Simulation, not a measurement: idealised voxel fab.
process module | voxel gate over fins
cross-section cut | 195 nm wide | cells 5 nm
A cross-section is a grid of square cells, given in bands from the top down. A band is one or more rows of cells.
Each band's line starts with the height of the band's top and of its bottom, in nm. Then come its materials from left to right, each with its width in nm. One material with "throughout" fills the band from edge to edge. "air" is empty space.
Height 0 is the level under which the wafer as received is all one material. The lowest band goes on downwards, as in "0 down".
A width such as "30 to 40" changes by the same amount from each row of cells to the next, from the band's top row to its bottom row.
"no change" after a step means that no cell of the cross-section changed.
closed voids: empty space of 8 cells or more with no open way to the top, each as width x height at its distance from the left edge, in nm
after a step's settings: what the simulator itself notes on the step
overlay nm, on a step with a mask: how far to the right of its planned place the mask lay; to the left if negative
plan
1 op RECEIVE | material Si
2 op CONFORMAL_DEP | material SiN | thk nm 5
3 op PATTERN | tone cover | mask id FINS | material resist | width nm 15 | pitch nm 60 | thk nm 15 | overlay nm 0
4 op DIRECTIONAL_ETCH | etch materials SiN | depth nm 5
5 op DIRECTIONAL_ETCH | etch materials Si | depth nm 40
6 op STRIP | etch materials resist
7 op FILL_DEP | material SiO2 | thk nm 15
8 op CMP | height nm 5
9 op PATTERN | tone open | mask id RAIL | material resist | width nm 15 | thk nm 15 | overlay nm 0
10 op DIRECTIONAL_ETCH | etch materials SiO2 | depth nm 40
11 op STRIP | etch materials resist
12 op CONFORMAL_DEP | material TiN | thk nm 5
13 op FILL_DEP | material W | thk nm 5
14 op CMP | height nm 5
15 op SELECTIVE_ETCH | etch materials W Ru TiN | depth nm 25
16 op FILL_DEP | material SiO2 | thk nm 5
17 op CMP | height nm 5
18 op SELECTIVE_ETCH | etch materials SiO2 | depth nm 20
19 op STRIP | etch materials SiN
20 op CONFORMAL_DEP | material HfO2 | thk nm 5
21 op CONFORMAL_DEP | material TiN | thk nm 5
22 op CONFORMAL_DEP | material TiAl | thk nm 5
23 op CONFORMAL_DEP | material TiN | thk nm 5
24 op FILL_DEP | material W | thk nm 10
25 op CMP | height nm 25
26 op CONFORMAL_DEP | material SiCN | thk nm 5
first wafer, as planned
as received, after step 1
  0 down: Si throughout
  closed voids: none
after step 2
  5 to 0: SiN throughout
  below 0: unchanged
after step 3
  20 to 5: air 30 | resist 15 | air 45 | resist 15 | air 45 | resist 15 | air 30
  below 5: unchanged
after step 4
  20 to 5: air 30 | resist 15 | air 45 | resist 15 | air 45 | resist 15 | air 30
  5 to 0: air 30 | SiN 15 | air 45 | SiN 15 | air 45 | SiN 15 | air 30
  below 0: unchanged
after step 5
  20 to 5: air 30 | resist 15 | air 45 | resist 15 | air 45 | resist 15 | air 30
  5 to 0: air 30 | SiN 15 | air 45 | SiN 15 | air 45 | SiN 15 | air 30
  0 to -40: air 30 | Si 15 | air 45 | Si 15 | air 45 | Si 15 | air 30
  below -40: unchanged
after step 6
  5 to 0: air 30 | SiN 15 | air 45 | SiN 15 | air 45 | SiN 15 | air 30
  below 0: unchanged
after step 7
  20 to 5: SiO2 throughout
  5 to 0: SiO2 30 | SiN 15 | SiO2 45 | SiN 15 | SiO2 45 | SiN 15 | SiO2 30
  0 to -40: SiO2 30 | Si 15 | SiO2 45 | Si 15 | SiO2 45 | Si 15 | SiO2 30
  below -40: unchanged
after step 8
  5 to 0: SiO2 30 | SiN 15 | SiO2 45 | SiN 15 | SiO2 45 | SiN 15 | SiO2 30
  below 0: unchanged
after step 9
  20 to 5: resist 60 | air 15 | resist 120
  below 5: unchanged
after step 10
  20 to 5: resist 60 | air 15 | resist 120
  5 to 0: SiO2 30 | SiN 15 | SiO2 15 | air 15 | SiO2 15 | SiN 15 | SiO2 45 | SiN 15 | SiO2 30
  0 to -35: SiO2 30 | Si 15 | SiO2 15 | air 15 | SiO2 15 | Si 15 | SiO2 45 | Si 15 | SiO2 30
  below -35: unchanged
after step 11
  5 to 0: SiO2 30 | SiN 15 | SiO2 15 | air 15 | SiO2 15 | SiN 15 | SiO2 45 | SiN 15 | SiO2 30
  below 0: unchanged
after step 12
  10 to 5: TiN 65 | air 5 | TiN 125
  5 to 0: SiO2 30 | SiN 15 | SiO2 15 | TiN 5 | air 5 | TiN 5 | SiO2 15 | SiN 15 | SiO2 45 | SiN 15 | SiO2 30
  0 to -30: SiO2 30 | Si 15 | SiO2 15 | TiN 5 | air 5 | TiN 5 | SiO2 15 | Si 15 | SiO2 45 | Si 15 | SiO2 30
  -30 to -35: SiO2 30 | Si 15 | SiO2 15 | TiN 15 | SiO2 15 | Si 15 | SiO2 45 | Si 15 | SiO2 30
  below -35: unchanged
after step 13
  15 to 10: W throughout
  10 to 5: TiN 65 | W 5 | TiN 125
  5 to 0: SiO2 30 | SiN 15 | SiO2 15 | TiN 5 | W 5 | TiN 5 | SiO2 15 | SiN 15 | SiO2 45 | SiN 15 | SiO2 30
  0 to -30: SiO2 30 | Si 15 | SiO2 15 | TiN 5 | W 5 | TiN 5 | SiO2 15 | Si 15 | SiO2 45 | Si 15 | SiO2 30
  below -30: unchanged
after step 14
  5 to 0: SiO2 30 | SiN 15 | SiO2 15 | TiN 5 | W 5 | TiN 5 | SiO2 15 | SiN 15 | SiO2 45 | SiN 15 | SiO2 30
  below 0: unchanged
after step 15
  5 to 0: SiO2 30 | SiN 15 | SiO2 15 | air 15 | SiO2 15 | SiN 15 | SiO2 45 | SiN 15 | SiO2 30
  0 to -20: SiO2 30 | Si 15 | SiO2 15 | air 15 | SiO2 15 | Si 15 | SiO2 45 | Si 15 | SiO2 30
  below -20: unchanged
after step 16
  10 to 5: SiO2 throughout
  5 to 0: SiO2 30 | SiN 15 | SiO2 45 | SiN 15 | SiO2 45 | SiN 15 | SiO2 30
  0 to -20: SiO2 30 | Si 15 | SiO2 45 | Si 15 | SiO2 45 | Si 15 | SiO2 30
  below -20: unchanged
after step 17
  5 to 0: SiO2 30 | SiN 15 | SiO2 45 | SiN 15 | SiO2 45 | SiN 15 | SiO2 30
  below 0: unchanged
after step 18
  5 to 0: air 30 | SiN 15 | air 45 | SiN 15 | air 45 | SiN 15 | air 30
  0 to -15: air 30 | Si 15 | air 45 | Si 15 | air 45 | Si 15 | air 30
  below -15: unchanged
after step 19
  0 to -15: air 30 | Si 15 | air 45 | Si 15 | air 45 | Si 15 | air 30
  below -15: unchanged
after step 20
  5 to 0: air 25 | HfO2 25 | air 35 | HfO2 25 | air 35 | HfO2 25 | air 25
  0 to -10: air 25 | HfO2 5 | Si 15 | HfO2 5 | air 35 | HfO2 5 | Si 15 | HfO2 5 | air 35 | HfO2 5 | Si 15 | HfO2 5 | air 25
  -10 to -15: HfO2 30 | Si 15 | HfO2 45 | Si 15 | HfO2 45 | Si 15 | HfO2 30
  below -15: unchanged
after step 21
  10 to 5: air 20 | TiN 35 | air 25 | TiN 35 | air 25 | TiN 35 | air 20
  5 to 0: air 20 | TiN 5 | HfO2 25 | TiN 5 | air 25 | TiN 5 | HfO2 25 | TiN 5 | air 25 | TiN 5 | HfO2 25 | TiN 5 | air 20
  0 to -5: air 20 | TiN 5 | HfO2 5 | Si 15 | HfO2 5 | TiN 5 | air 25 | TiN 5 | HfO2 5 | Si 15 | HfO2 5 | TiN 5 | air 25 | TiN 5 | HfO2 5 | Si 15 | HfO2 5 | TiN 5 | air 20
  -5 to -10: TiN 25 | HfO2 5 | Si 15 | HfO2 5 | TiN 35 | HfO2 5 | Si 15 | HfO2 5 | TiN 35 | HfO2 5 | Si 15 | HfO2 5 | TiN 25
  below -10: unchanged
after step 22
  15 to 10: air 15 | TiAl 45 | air 15 | TiAl 45 | air 15 | TiAl 45 | air 15
  10 to 5: air 15 | TiAl 5 | TiN 35 | TiAl 5 | air 15 | TiAl 5 | TiN 35 | TiAl 5 | air 15 | TiAl 5 | TiN 35 | TiAl 5 | air 15
  5 to 0: air 15 | TiAl 5 | TiN 5 | HfO2 25 | TiN 5 | TiAl 5 | air 15 | TiAl 5 | TiN 5 | HfO2 25 | TiN 5 | TiAl 5 | air 15 | TiAl 5 | TiN 5 | HfO2 25 | TiN 5 | TiAl 5 | air 15
  0 to -5: TiAl 20 | TiN 5 | HfO2 5 | Si 15 | HfO2 5 | TiN 5 | TiAl 25 | TiN 5 | HfO2 5 | Si 15 | HfO2 5 | TiN 5 | TiAl 25 | TiN 5 | HfO2 5 | Si 15 | HfO2 5 | TiN 5 | TiAl 20
  below -5: unchanged
after step 23
  20 to 15: air 10 | TiN 55 | air 5 | TiN 55 | air 5 | TiN 55 | air 10
  15 to 10: air 10 | TiN 5 | TiAl 45 | TiN 5 | air 5 | TiN 5 | TiAl 45 | TiN 5 | air 5 | TiN 5 | TiAl 45 | TiN 5 | air 10
  10 to 5: air 10 | TiN 5 | TiAl 5 | TiN 35 | TiAl 5 | TiN 5 | air 5 | TiN 5 | TiAl 5 | TiN 35 | TiAl 5 | TiN 5 | air 5 | TiN 5 | TiAl 5 | TiN 35 | TiAl 5 | TiN 5 | air 10
  5 to 0: TiN 15 | TiAl 5 | TiN 5 | HfO2 25 | TiN 5 | TiAl 5 | TiN 15 | TiAl 5 | TiN 5 | HfO2 25 | TiN 5 | TiAl 5 | TiN 15 | TiAl 5 | TiN 5 | HfO2 25 | TiN 5 | TiAl 5 | TiN 15
  below 0: unchanged
after step 24
  30 to 20: W throughout
  20 to 15: W 10 | TiN 55 | W 5 | TiN 55 | W 5 | TiN 55 | W 10
  15 to 10: W 10 | TiN 5 | TiAl 45 | TiN 5 | W 5 | TiN 5 | TiAl 45 | TiN 5 | W 5 | TiN 5 | TiAl 45 | TiN 5 | W 10
  10 to 5: W 10 | TiN 5 | TiAl 5 | TiN 35 | TiAl 5 | TiN 5 | W 5 | TiN 5 | TiAl 5 | TiN 35 | TiAl 5 | TiN 5 | W 5 | TiN 5 | TiAl 5 | TiN 35 | TiAl 5 | TiN 5 | W 10
  below 5: unchanged
after step 25
  25 to 20: W throughout
  below 20: unchanged
after step 26
  30 to 25: SiCN throughout
  below 25: unchanged
second wafer: like start, like plan, one mistake. Through step 1 it matches the first wafer
when step 2 should have ended
  5 to 0: HfO2 throughout
  below 0: unchanged
when step 3 should have ended
  20 to 5: air 30 | resist 15 | air 45 | resist 15 | air 45 | resist 15 | air 30
  below 5: unchanged
when step 4 should have ended: no change
when step 5 should have ended: no change
when step 6 should have ended
  5 to 0: HfO2 throughout
  below 0: unchanged
when step 7 should have ended
  20 to 5: SiO2 throughout
  below 5: unchanged
when step 8 should have ended
  5 to 0: HfO2 throughout
  below 0: unchanged
when step 9 should have ended
  20 to 5: resist 60 | air 15 | resist 120
  below 5: unchanged
when step 10 should have ended: no change
when step 11 should have ended
  5 to 0: HfO2 throughout
  below 0: unchanged
when step 12 should have ended
  10 to 5: TiN throughout
  below 5: unchanged
when step 13 should have ended
  15 to 10: W throughout
  below 10: unchanged
when step 14 should have ended
  5 to 0: HfO2 throughout
  below 0: unchanged
when step 15 should have ended: no change
when step 16 should have ended
  10 to 5: SiO2 throughout
  below 5: unchanged
when step 17 should have ended
  5 to 0: HfO2 throughout
  below 0: unchanged
when step 18 should have ended: no change
when step 19 should have ended: no change
when step 20 should have ended
  10 to 0: HfO2 throughout
  below 0: unchanged
when step 21 should have ended
  15 to 10: TiN throughout
  below 10: unchanged
when step 22 should have ended
  20 to 15: TiAl throughout
  below 15: unchanged
when step 23 should have ended
  25 to 20: TiN throughout
  below 20: unchanged
when step 24 should have ended
  35 to 25: W throughout
  below 25: unchanged
when step 25 should have ended
  25 to 20: TiN throughout
  below 20: unchanged
when step 26 should have ended
  30 to 25: SiCN throughout
  below 25: unchanged
what went wrong: step 2 ran as: op CONFORMAL_DEP | material HfO2 | thk nm 5
at the end the second wafer has, in cells: 21 more of HfO2 | 240 more of Si | 141 fewer of SiO2 | 18 fewer of TiAl | 43 fewer of TiN | 59 fewer of W
